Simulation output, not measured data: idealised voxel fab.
process module | voxel self aligned contacts
cross-section cut | 200 nm wide | cells 5 nm
A cross-section is a grid of square cells, given in bands from the top down. A band is one or more rows of cells.
Each band's line starts with the height of the band's top and of its bottom, in nm. Then come its materials from left to right, each with its width in nm. One material with "throughout" fills the band from edge to edge. "air" is empty space.
Height 0 is the level under which the wafer as received is all one material. The lowest band goes on downwards, as in "0 down".
A width such as "30 to 40" changes by the same amount from each row of cells to the next, from the band's top row to its bottom row.
"no change" after a step means that no cell of the cross-section changed.
closed voids: empty space of 8 cells or more with no open way to the top, each as width x height at its distance from the left edge, in nm
after a step's settings: what the simulator itself notes on the step
overlay nm, on a step with a mask: how far to the right of its planned place the mask lay; to the left if negative
Each pair below shows a cross-section before one step and the cross-section after it, down to the lowest band that changed. The line under each pair gives the step between them, with its settings. The pairs can come from different runs of this module on the same starting wafer, so a pair continues from the pair above only where its "before" says so.
before
  70 to 55: aC throughout
  55 to 45: SiO2 throughout
  45 to 25: SiO2 40 | SiN 50 | SiO2 15 | SiN 50 | SiO2 45
  25 to 0: SiO2 40 | SiN 10 | polySi 30 | SiN 10 | SiO2 15 | SiN 10 | polySi 30 | SiN 10 | SiO2 45
  0 to -5: SiO2 throughout
  -5 down: Si throughout
  closed voids: none
after
  100 to 70: resist 65 | air 45 | resist 90
  below 70: unchanged
  closed voids: none
the step between: op PATTERN | tone open | mask id CONTACT | material resist | width nm 45 | thk nm 30 | overlay nm -10
before: the cross-section after the pair above
after
  85 to 70: resist 65 | air 45 | resist 90
  70 to 55: aC 65 | air 45 | aC 90
  below 55: unchanged
  closed voids: none
the step between: op DIRECTIONAL_ETCH | etch materials aC | depth nm 15
before: the cross-section after the pair above
after
  70 to 55: aC 65 | air 45 | aC 90
  below 55: unchanged
  closed voids: none
the step between: op STRIP | etch materials resist
before: the cross-section after the pair above
after
  70 to 55: aC 65 | air 45 | aC 90
  55 to 45: SiO2 65 | air 45 | SiO2 90
  45 to 25: SiO2 40 | SiN 50 | air 15 | SiN 50 | SiO2 45
  25 to 0: SiO2 40 | SiN 10 | polySi 30 | SiN 10 | air 15 | SiN 10 | polySi 30 | SiN 10 | SiO2 45
  0 to -5: SiO2 90 | air 15 | SiO2 95
  below -5: unchanged
  closed voids: none
the step between: op DIRECTIONAL_ETCH | etch materials SiO2 | depth nm 60
before: the cross-section after the pair above
after
  55 to 45: SiO2 65 | air 45 | SiO2 90
  below 45: unchanged
  closed voids: none
the step between: op STRIP | etch materials aC
before: the cross-section after the pair above
after
  60 to 55: TiN 70 | air 35 | TiN 95
  55 to 45: SiO2 65 | TiN 5 to 30 | air 35 to 5 | TiN 5 to 10 | SiO2 90
  45 to 25: SiO2 40 | SiN 50 | TiN 5 | air 5 | TiN 5 | SiN 50 | SiO2 45
  25 to 0: SiO2 40 | SiN 10 | polySi 30 | SiN 10 | TiN 5 | air 5 | TiN 5 | SiN 10 | polySi 30 | SiN 10 | SiO2 45
  0 to -5: SiO2 90 | TiN 15 | SiO2 95
  below -5: unchanged
  closed voids: none
the step between: op CONFORMAL_DEP | material TiN | thk nm 5
before: the cross-section after the pair above
after
  65 to 60: Ru throughout
  60 to 55: TiN 70 | Ru 35 | TiN 95
  55 to 45: SiO2 65 | TiN 5 to 30 | Ru 35 to 5 | TiN 5 to 10 | SiO2 90
  45 to 25: SiO2 40 | SiN 50 | TiN 5 | Ru 5 | TiN 5 | SiN 50 | SiO2 45
  25 to 0: SiO2 40 | SiN 10 | polySi 30 | SiN 10 | TiN 5 | Ru 5 | TiN 5 | SiN 10 | polySi 30 | SiN 10 | SiO2 45
  below 0: unchanged
  closed voids: none
the step between: op FILL_DEP | material Ru | thk nm 5
before: the cross-section after the pair above
after
  55 to 45: SiO2 65 | TiN 5 to 30 | Ru 35 to 5 | TiN 5 to 10 | SiO2 90
  below 45: unchanged
  closed voids: none
the step between: op CMP | height nm 55
before: the cross-section after the pair above
after
  60 to 55: SiCN throughout
  below 55: unchanged
  closed voids: none
the step between: op CONFORMAL_DEP | material SiCN | thk nm 5
before
  55 to 45: SiO2 75 | TiN 5 to 20 | Ru 35 to 5 | TiN 5 to 20 | SiO2 80
  45 to 25: SiO2 40 | SiN 50 | TiN 5 | Ru 5 | TiN 5 | SiN 50 | SiO2 45
  25 to 0: SiO2 40 | SiN 10 | polySi 30 | SiN 10 | TiN 5 | Ru 5 | TiN 5 | SiN 10 | polySi 30 | SiN 10 | SiO2 45
  0 to -5: SiO2 90 | TiN 15 | SiO2 95
  -5 down: Si throughout
  closed voids: none
after
  60 to 55: polySi throughout
  below 55: unchanged
  closed voids: none
the step between: op CONFORMAL_DEP | material polySi | thk nm 5
before
  55 to 45: aC throughout
  45 to 25: SiN throughout
  25 to 0: polySi throughout
  0 to -5: SiO2 throughout
  -5 down: Si throughout
  closed voids: none
after
  85 to 55: resist 50 | air 30 | resist 35 | air 30 | resist 55
  below 55: unchanged
  closed voids: none
the step between: op PATTERN | tone open | mask id GATE | material resist | width nm 30 | pitch nm 65 | thk nm 30 | overlay nm 0
before: the cross-section after the pair above
after
  75 to 55: resist 50 | air 30 | resist 35 | air 30 | resist 55
  55 to 45: aC 50 | air 30 | aC 35 | air 30 | aC 55
  below 45: unchanged
  closed voids: none
the step between: op DIRECTIONAL_ETCH | etch materials aC | depth nm 10
before: the cross-section after the pair above
after
  55 to 45: aC 50 | air 30 | aC 35 | air 30 | aC 55
  below 45: unchanged
  closed voids: none
the step between: op STRIP | etch materials resist
before: the cross-section after the pair above
after
  55 to 45: aC 50 | air 30 | aC 35 | air 30 | aC 55
  45 to 25: SiN 50 | air 30 | SiN 35 | air 30 | SiN 55
  below 25: unchanged
  closed voids: none
the step between: op DIRECTIONAL_ETCH | etch materials SiN | depth nm 20
before: the cross-section after the pair above
after
  55 to 45: aC 50 | air 30 | aC 35 | air 30 | aC 55
  45 to 25: SiN 50 | air 30 | SiN 35 | air 30 | SiN 55
  25 to 0: polySi 50 | air 30 | polySi 35 | air 30 | polySi 55
  below 0: unchanged
  closed voids: none
the step between: op DIRECTIONAL_ETCH | etch materials polySi | depth nm 25
before: the cross-section after the pair above
after
  45 to 25: SiN 50 | air 30 | SiN 35 | air 30 | SiN 55
  below 25: unchanged
  closed voids: none
the step between: op STRIP | etch materials aC
before: the cross-section after the pair above
after
  55 to 25: SiN 60 | air 10 | SiN 55 | air 10 | SiN 65
  25 to 10: polySi 50 | SiN 10 | air 10 | SiN 10 | polySi 35 | SiN 10 | air 10 | SiN 10 | polySi 55
  10 to 0: polySi 50 | SiN 30 | polySi 35 | SiN 30 | polySi 55
  below 0: unchanged
  closed voids: none
the step between: op CONFORMAL_DEP | material SiN | thk nm 10
before: the cross-section after the pair above
after
  45 to 25: SiN 60 | air 10 | SiN 55 | air 10 | SiN 65
  25 to 0: polySi 50 | SiN 10 | air 10 | SiN 10 | polySi 35 | SiN 10 | air 10 | SiN 10 | polySi 55
  below 0: unchanged
  closed voids: none
the step between: op DIRECTIONAL_ETCH | etch materials SiN | depth nm 10
before: the cross-section after the pair above
after
  60 to 45: SiO2 throughout
  45 to 25: SiN 60 | SiO2 10 | SiN 55 | SiO2 10 | SiN 65
  25 to 0: polySi 50 | SiN 10 | SiO2 10 | SiN 10 | polySi 35 | SiN 10 | SiO2 10 | SiN 10 | polySi 55
  below 0: unchanged
  closed voids: none
the step between: op FILL_DEP | material SiO2 | thk nm 15
before: the cross-section after the pair above
after
  55 to 45: SiO2 throughout
  below 45: unchanged
  closed voids: none
the step between: op CMP | height nm 55
before: the cross-section after the pair above
after
  70 to 55: aC throughout
  below 55: unchanged
  closed voids: none
the step between: op DIRECTIONAL_DEP | material aC | thk nm 15
before: the cross-section after the pair above
after
  100 to 70: resist 75 | air 45 | resist 80
  below 70: unchanged
  closed voids: none
the step between: op PATTERN | tone open | mask id CONTACT | material resist | width nm 45 | thk nm 30 | overlay nm 0
before: the cross-section after the pair above
after
  85 to 70: resist 75 | air 45 | resist 80
  70 to 55: aC 75 | air 45 | aC 80
  below 55: unchanged
  closed voids: none
the step between: op DIRECTIONAL_ETCH | etch materials aC | depth nm 15
before: the cross-section after the pair above
after
  70 to 55: aC 75 | air 45 | aC 80
  below 55: unchanged
  closed voids: none
the step between: op STRIP | etch materials resist
before: the cross-section after the pair above
after
  70 to 55: aC 75 | air 45 | aC 80
  55 to 45: SiO2 75 | air 45 | SiO2 80
  below 45: unchanged
  closed voids: none
the step between: op DIRECTIONAL_ETCH | etch materials SiO2 | depth nm 60
before: the cross-section after the pair above
after
  55 to 45: SiO2 75 | air 45 | SiO2 80
  below 45: unchanged
  closed voids: none
the step between: op STRIP | etch materials aC
before: the cross-section after the pair above
after
  60 to 55: TiN 80 | air 35 | TiN 85
  55 to 50: SiO2 75 | TiN 5 | air 35 | TiN 5 | SiO2 80
  50 to 45: SiO2 75 | TiN 45 | SiO2 80
  below 45: unchanged
  closed voids: none
the step between: op CONFORMAL_DEP | material TiN | thk nm 5
before: the cross-section after the pair above
after
  65 to 60: Ru throughout
  60 to 55: TiN 80 | Ru 35 | TiN 85
  55 to 50: SiO2 75 | TiN 5 | Ru 35 | TiN 5 | SiO2 80
  below 50: unchanged
  closed voids: none
the step between: op FILL_DEP | material Ru | thk nm 5
before: the cross-section after the pair above
after
  55 to 50: SiO2 75 | TiN 5 | Ru 35 | TiN 5 | SiO2 80
  below 50: unchanged
  closed voids: none
the step between: op CMP | height nm 55
before: the cross-section after the pair above
after
  60 to 55: SiCN throughout
  below 55: unchanged
  closed voids: none
the step between: op CONFORMAL_DEP | material SiCN | thk nm 5
